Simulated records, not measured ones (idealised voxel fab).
The name of this process module is voxel capacitor over wiring.
Section shown: cut. Width: 300 nm. Cell size: 5 nm, square.
The cross-sections in this document take the form of a grid made of square cells. They are written out as bands, in order from top to bottom. Each band consists of one or more rows of cells. Basically the band line says how high the top is and how high the bottom is, in nm, and then what's in it from left to right, every material with its width in nm. Empty space shows up as "empty", and if a single material carries "throughout" it runs the full band edge to edge. Ref level 0: as-received wafer is one material below here. Bottom band extends down with no lower bound ("0..down"). It should be noted that a width expressed as "30 to 40" varies in equal increments from row to row of cells within the band, taking the value of the first number at the top row and that of the second number at the bottom row. "nothing altered" for a step: no cell of the cross-section changed in that step. "Closed void catalog" contains a list of empty spaces, each no smaller than 8 cells and without an open way to the top, written in the form width x height at distance with the distance from the left edge and all three in nm. What comes after the settings on a step's line is commentary from the simulator itself on that step. overlay nm: right-of-plan distance of the mask on a masked step; negative values mean left-of-plan.
This section lists the process steps that were planned
| 1 | RECEIVE, material Si |
| 2 | CONFORMAL_DEP, material SiO2, thk nm 15 |
| 3 | CONFORMAL_DEP, material SiN, thk nm 5 |
| 4 | DIRECTIONAL_DEP, material SiO2, thk nm 15 |
| 5 | PATTERN, tone open, mask id METAL_1, material resist, width nm 25, pitch nm 85, thk nm 20, overlay nm 0 |
| 6 | DIRECTIONAL_ETCH, etch materials SiO2, depth nm 15 |
| 7 | DIRECTIONAL_ETCH, etch materials SiN, depth nm 5 |
| 8 | STRIP, etch materials resist |
| 9 | CONFORMAL_DEP, material TiN, thk nm 5 |
| 10 | FILL_DEP, material Cu, thk nm 5 |
| 11 | CMP, height nm 35 |
| 12 | EPI, material Ru, thk nm 5 |
| 13 | FILL_DEP, material SiCN, thk nm 5 |
| 14 | DIRECTIONAL_DEP, material SiO2, thk nm 20 |
| 15 | PATTERN, tone open, mask id PLUG_1, material resist, width nm 15, thk nm 15, overlay nm 0 |
| 16 | DIRECTIONAL_ETCH, etch materials SiO2, depth nm 20 |
| 17 | DIRECTIONAL_ETCH, etch materials SiCN, depth nm 5 |
| 18 | STRIP, etch materials resist |
| 19 | CONFORMAL_DEP, material TiN, thk nm 5 |
| 20 | FILL_DEP, material W, thk nm 5 |
| 21 | CMP, height nm 65 |
| 22 | DIRECTIONAL_DEP, material TiN, thk nm 5 |
| 23 | DIRECTIONAL_DEP, material SiN, thk nm 5 |
| 24 | DIRECTIONAL_DEP, material TiN, thk nm 5 |
| 25 | DIRECTIONAL_DEP, material aC, thk nm 15 |
| 26 | PATTERN, tone cover, mask id UPPER_PLATE, material resist, width nm 65, thk nm 35, overlay nm 0 |
| 27 | DIRECTIONAL_ETCH, etch materials aC, depth nm 15 |
| 28 | STRIP, etch materials resist |
| 29 | DIRECTIONAL_ETCH, etch materials TiN, depth nm 5 |
| 30 | DIRECTIONAL_ETCH, etch materials SiN, depth nm 5 |
| 31 | STRIP, etch materials aC |
| 32 | MASKED_ETCH, tone cover, mask id LOWER_PLATE, width nm 75, etch materials TiN, depth nm 5, overlay nm 0 |
| 33 | FILL_DEP, material SiO2, thk nm 20 |
| 34 | CMP, height nm 95 |
| 35 | PATTERN, tone open, mask id PLUG_2, material resist, width nm 15, thk nm 20, overlay nm 0 |
| 36 | DIRECTIONAL_ETCH, etch materials SiO2, depth nm 15 |
| 37 | STRIP, etch materials resist |
| 38 | CONFORMAL_DEP, material TiN, thk nm 5 |
| 39 | FILL_DEP, material W, thk nm 5 |
| 40 | CMP, height nm 95 |
| 41 | CONFORMAL_DEP, material SiN, thk nm 5 |
Cross-section of the wafer as it came to us, i.e., already through step 1
> 0..down  Si throughout
> Closed void catalog: none
Looking at the first of two wafers in cross-section at end of module - ran to plan
> 100..95  SiN throughout
> 95..85  115 of SiO2; 5 of TiN; 5 of W; 5 of TiN; 170 of SiO2
> 85..75  115 to 105 of SiO2; 15 to 65 of TiN; 170 to 130 of SiO2
> 75..70  105 of SiO2; 65 of SiN; 130 of SiO2
> 70..65  100 of SiO2; 75 of TiN; 125 of SiO2
> 65..45  105 of SiO2; 5 of TiN; 5 of W; 5 of TiN; 180 of SiO2
> 45..40  105 of SiCN; 15 of TiN; 180 of SiCN
> 40..35  90 of SiCN; 35 of Ru; 50 of SiCN; 35 of Ru; 90 of SiCN
> 35..20  95 of SiO2; 5 of TiN; 15 of Cu; 5 of TiN; 60 of SiO2; 5 of TiN; 15 of Cu; 5 of TiN; 95 of SiO2
> 20..15  95 of SiN; 25 of TiN; 60 of SiN; 25 of TiN; 95 of SiN
> 15..0  SiO2 throughout
> 0..down  Si throughout
> Closed void catalog: none
Second wafer cross-section at end of module - shared start and plan with the first, one mistake in the run
> 100..95  SiN throughout
> 95..85  115 of SiO2; 5 of TiN; 5 of W; 5 of TiN; 170 of SiO2
> 85..75  115 to 105 of SiO2; 15 to 65 of TiN; 170 to 130 of SiO2
> 75..70  105 of SiO2; 65 of SiN; 130 of SiO2
> 70..65  100 of SiO2; 75 of TiN; 125 of SiO2
> 65..60  110 of TiN; 5 of W; 185 of TiN
> 60..45  105 of SiO2; 5 of TiN; 5 of W; 5 of TiN; 180 of SiO2
> 45..40  105 of SiCN; 15 of TiN; 180 of SiCN
> 40..35  90 of SiCN; 35 of Ru; 50 of SiCN; 35 of Ru; 90 of SiCN
> 35..20  95 of SiO2; 5 of TiN; 15 of Cu; 5 of TiN; 60 of SiO2; 5 of TiN; 15 of Cu; 5 of TiN; 95 of SiO2
> 20..15  95 of SiN; 25 of TiN; 60 of SiN; 25 of TiN; 95 of SiN
> 15..0  SiO2 throughout
> 0..down  Si throughout
> Closed void catalog: none
What broke from the plan during processing? step 14 did not happen as planned, as run it was DIRECTIONAL_DEP, material SiO2, thk nm 15
End of process, cell counts, second wafer against first, materials with more or fewer: -57 SiO2, +57 TiN
